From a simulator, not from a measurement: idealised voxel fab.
process module | voxel transistor to metal
cross-section cut | 275 nm wide | cells 5 nm
A cross-section is a grid of square cells, given in bands from the top down. A band is one or more rows of cells.
Each band's line starts with the height of the band's top and of its bottom, in nm. Then come its materials from left to right, each with its width in nm. One material with "throughout" fills the band from edge to edge. "air" is empty space.
Height 0 is the level under which the wafer as received is all one material. The lowest band goes on downwards, as in "0 down".
A width such as "30 to 40" changes by the same amount from each row of cells to the next, from the band's top row to its bottom row.
"no change" after a step means that no cell of the cross-section changed.
closed voids: empty space of 8 cells or more with no open way to the top, each as width x height at its distance from the left edge, in nm
after a step's settings: what the simulator itself notes on the step
overlay nm, on a step with a mask: how far to the right of its planned place the mask lay; to the left if negative
plan
1 op RECEIVE | material Si
2 op OXIDIZE | depth nm 5
3 op CONFORMAL_DEP | material SiN | thk nm 15
4 op PATTERN | tone cover | mask id ACTIVE | material resist | width nm 100 | pitch nm 125 | thk nm 15 | overlay nm 0
5 op DIRECTIONAL_ETCH | etch materials SiN | depth nm 15
6 op DIRECTIONAL_ETCH | etch materials SiO2 | depth nm 5
7 op DIRECTIONAL_ETCH | etch materials Si | depth nm 35
8 op STRIP | etch materials resist
9 op FILL_DEP | material SiO2 | thk nm 10
10 op CMP | height nm 15
11 op SELECTIVE_ETCH | etch materials SiO2 | depth nm 10
12 op STRIP | etch materials SiN
13 op SELECTIVE_ETCH | etch materials SiO2 | depth nm 5
14 op OXIDIZE | depth nm 5
15 op DIRECTIONAL_DEP | material polySi | thk nm 30
16 op DIRECTIONAL_DEP | material SiCN | thk nm 10
17 op PATTERN | tone cover | mask id GATE | material resist | width nm 20 | pitch nm 125 | thk nm 15 | overlay nm 0
18 op DIRECTIONAL_ETCH | etch materials SiCN | depth nm 20
19 op DIRECTIONAL_ETCH | etch materials polySi | depth nm 40
20 op STRIP | etch materials resist
21 op CONFORMAL_DEP | material SiO2 | thk nm 5
22 op DIRECTIONAL_ETCH | etch materials SiO2 | depth nm 5
23 op CONFORMAL_DEP | material SiN | thk nm 10
24 op DIRECTIONAL_ETCH | etch materials SiN | depth nm 10
25 op DIRECTIONAL_ETCH | etch materials SiO2 | depth nm 5
26 op EPI | material pSi | thk nm 5
27 op FILL_DEP | material SiO2 | thk nm 5
28 op CMP | height nm 35
29 op DIRECTIONAL_DEP | material SiO2 | thk nm 15
30 op PATTERN | tone open | mask id CONTACT | material resist | width nm 15 | thk nm 20 | overlay nm 0
31 op DIRECTIONAL_ETCH | etch materials SiO2 | depth nm 55
32 op STRIP | etch materials resist
33 op CONFORMAL_DEP | material TiN | thk nm 5
34 op FILL_DEP | material Ru | thk nm 10
35 op CMP | height nm 50
36 op CONFORMAL_DEP | material SiN | thk nm 5
37 op DIRECTIONAL_DEP | material SiO2 | thk nm 15
38 op MASKED_ETCH | tone open | mask id METAL_1 | width nm 15 | etch materials SiO2 | depth nm 15 | overlay nm 0
39 op MASKED_ETCH | tone open | mask id METAL_1 | width nm 15 | etch materials SiN | depth nm 5 | overlay nm 0
40 op CONFORMAL_DEP | material TiN | thk nm 5
41 op FILL_DEP | material Cu | thk nm 10
42 op CMP | height nm 70
43 op EPI | material Ru | thk nm 5
44 op FILL_DEP | material SiCN | thk nm 5
45 op DIRECTIONAL_DEP | material lowk | thk nm 35
46 op DIRECTIONAL_DEP | material aC | thk nm 15
47 op PATTERN | tone open | mask id METAL_2 | material resist | width nm 15 | pitch nm 125 | thk nm 35 | overlay nm 0
48 op DIRECTIONAL_ETCH | etch materials aC | depth nm 15
49 op STRIP | etch materials resist
50 op DIRECTIONAL_ETCH | etch materials lowk | depth nm 20
51 op STRIP | etch materials aC
52 op PATTERN | tone open | mask id METAL_2_HOLES | material resist | width nm 15 | pitch nm 125 | thk nm 15 | overlay nm 0
53 op DIRECTIONAL_ETCH | etch materials lowk | depth nm 15
54 op DIRECTIONAL_ETCH | etch materials SiCN | depth nm 5
55 op STRIP | etch materials resist
56 op CONFORMAL_DEP | material TiN | thk nm 5
57 op FILL_DEP | material Cu | thk nm 5
58 op CMP | height nm 115
59 op CONFORMAL_DEP | material SiN | thk nm 5
varied across the wafers: thk nm of step 36. The plan shows the first wafer's value. All wafers start alike
first wafer as received, after step 1
  0 down: Si throughout
  closed voids: none
first wafer at the end, after step 59
  120 to 115: SiN throughout
  115 to 80: lowk 30 | TiN 5 | Cu 5 | TiN 5 | lowk 110 | TiN 5 | Cu 5 | TiN 5 | lowk 105
  80 to 75: SiCN 30 | TiN 15 | SiCN 110 | TiN 15 | SiCN 105
  75 to 70: SiCN 25 | Ru 25 | SiCN 50 | Ru 25 | SiCN 25 | Ru 25 | SiCN 50 | Ru 25 | SiCN 25
  70 to 55: SiO2 30 | TiN 5 | Cu 5 | TiN 5 | SiO2 60 | TiN 5 | Cu 5 | TiN 5 | SiO2 35 | TiN 5 | Cu 5 | TiN 5 | SiO2 60 | TiN 5 | Cu 5 | TiN 5 | SiO2 30
  55 to 50: SiN 30 | TiN 15 | SiN 60 | TiN 15 | SiN 35 | TiN 15 | SiN 60 | TiN 15 | SiN 30
  50 to 35: SiO2 30 | TiN 5 | Ru 5 | TiN 5 | SiO2 60 | TiN 5 | Ru 5 | TiN 5 | SiO2 35 | TiN 5 | Ru 5 | TiN 5 | SiO2 60 | TiN 5 | Ru 5 | TiN 5 | SiO2 30
  35 to 25: SiO2 30 | TiN 5 | Ru 5 | TiN 5 | SiO2 5 | SiN 10 | SiO2 5 | SiCN 20 | SiO2 5 | SiN 10 | SiO2 5 | TiN 5 | Ru 5 | TiN 5 | SiO2 35 | TiN 5 | Ru 5 | TiN 5 | SiO2 5 | SiN 10 | SiO2 5 | SiCN 20 | SiO2 5 | SiN 10 | SiO2 5 | TiN 5 | Ru 5 | TiN 5 | SiO2 30
  25 to 5: SiO2 30 | TiN 5 | Ru 5 | TiN 5 | SiO2 5 | SiN 10 | SiO2 5 | polySi 20 | SiO2 5 | SiN 10 | SiO2 5 | TiN 5 | Ru 5 | TiN 5 | SiO2 35 | TiN 5 | Ru 5 | TiN 5 | SiO2 5 | SiN 10 | SiO2 5 | polySi 20 | SiO2 5 | SiN 10 | SiO2 5 | TiN 5 | Ru 5 | TiN 5 | SiO2 30
  5 to 0: SiO2 30 | TiN 15 | SiO2 5 | SiN 10 | SiO2 5 | polySi 20 | SiO2 5 | SiN 10 | SiO2 5 | TiN 15 | SiO2 35 | TiN 15 | SiO2 5 | SiN 10 | SiO2 5 | polySi 20 | SiO2 5 | SiN 10 | SiO2 5 | TiN 15 | SiO2 30
  0 to -5: SiO2 25 | SiN 10 | TiN 10 | SiO2 5 | SiN 10 | SiO2 5 | polySi 20 | SiO2 5 | SiN 10 | SiO2 5 | TiN 10 | SiN 10 | SiO2 25 | SiN 10 | TiN 10 | SiO2 5 | SiN 10 | SiO2 5 | polySi 20 | SiO2 5 | SiN 10 | SiO2 5 | TiN 10 | SiN 10 | SiO2 25
  -5 to -10: SiO2 35 | pSi 15 | SiO2 50 | pSi 15 | SiO2 45 | pSi 15 | SiO2 50 | pSi 15 | SiO2 35
  -10 to -40: SiO2 25 | Si 100 | SiO2 25 | Si 100 | SiO2 25
  -40 down: Si throughout
  closed voids: none
last wafer at the end
  120 to 115: SiN throughout
  115 to 80: lowk 30 | TiN 5 | Cu 5 | TiN 5 | lowk 110 | TiN 5 | Cu 5 | TiN 5 | lowk 105
  80 to 75: SiCN 30 | TiN 15 | SiCN 110 | TiN 15 | SiCN 105
  75 to 70: SiCN 25 | Ru 25 | SiCN 50 | Ru 25 | SiCN 25 | Ru 25 | SiCN 50 | Ru 25 | SiCN 25
  70 to 65: SiN 30 | TiN 15 | SiN 60 | TiN 15 | SiN 35 | TiN 15 | SiN 60 | TiN 15 | SiN 30
  65 to 50: SiN throughout
  50 to 35: SiO2 30 | TiN 5 | Ru 5 | TiN 5 | SiO2 60 | TiN 5 | Ru 5 | TiN 5 | SiO2 35 | TiN 5 | Ru 5 | TiN 5 | SiO2 60 | TiN 5 | Ru 5 | TiN 5 | SiO2 30
  35 to 25: SiO2 30 | TiN 5 | Ru 5 | TiN 5 | SiO2 5 | SiN 10 | SiO2 5 | SiCN 20 | SiO2 5 | SiN 10 | SiO2 5 | TiN 5 | Ru 5 | TiN 5 | SiO2 35 | TiN 5 | Ru 5 | TiN 5 | SiO2 5 | SiN 10 | SiO2 5 | SiCN 20 | SiO2 5 | SiN 10 | SiO2 5 | TiN 5 | Ru 5 | TiN 5 | SiO2 30
  25 to 5: SiO2 30 | TiN 5 | Ru 5 | TiN 5 | SiO2 5 | SiN 10 | SiO2 5 | polySi 20 | SiO2 5 | SiN 10 | SiO2 5 | TiN 5 | Ru 5 | TiN 5 | SiO2 35 | TiN 5 | Ru 5 | TiN 5 | SiO2 5 | SiN 10 | SiO2 5 | polySi 20 | SiO2 5 | SiN 10 | SiO2 5 | TiN 5 | Ru 5 | TiN 5 | SiO2 30
  5 to 0: SiO2 30 | TiN 15 | SiO2 5 | SiN 10 | SiO2 5 | polySi 20 | SiO2 5 | SiN 10 | SiO2 5 | TiN 15 | SiO2 35 | TiN 15 | SiO2 5 | SiN 10 | SiO2 5 | polySi 20 | SiO2 5 | SiN 10 | SiO2 5 | TiN 15 | SiO2 30
  0 to -5: SiO2 25 | SiN 10 | TiN 10 | SiO2 5 | SiN 10 | SiO2 5 | polySi 20 | SiO2 5 | SiN 10 | SiO2 5 | TiN 10 | SiN 10 | SiO2 25 | SiN 10 | TiN 10 | SiO2 5 | SiN 10 | SiO2 5 | polySi 20 | SiO2 5 | SiN 10 | SiO2 5 | TiN 10 | SiN 10 | SiO2 25
  -5 to -10: SiO2 35 | pSi 15 | SiO2 50 | pSi 15 | SiO2 45 | pSi 15 | SiO2 50 | pSi 15 | SiO2 35
  -10 to -40: SiO2 25 | Si 100 | SiO2 25 | Si 100 | SiO2 25
  -40 down: Si throughout
  closed voids: none
each wafer at the end: cells of each material gained (+) or lost (-) since it was received, then its closed voids
thk nm 5 | +26 Cu | +56 Ru | -200 Si | +100 SiCN | +170 SiN | +603 SiO2 | +162 TiN | +343 lowk | +12 pSi | +48 polySi | closed voids: none
thk nm 10 | +22 Cu | +56 Ru | -200 Si | +100 SiCN | +225 SiN | +560 SiO2 | +154 TiN | +343 lowk | +12 pSi | +48 polySi | closed voids: none
thk nm 15 | +18 Cu | +56 Ru | -200 Si | +100 SiCN | +280 SiN | +517 SiO2 | +146 TiN | +343 lowk | +12 pSi | +48 polySi | closed voids: none
thk nm 20 | +14 Cu | +56 Ru | -200 Si | +100 SiCN | +335 SiN | +474 SiO2 | +138 TiN | +343 lowk | +12 pSi | +48 polySi | closed voids: none
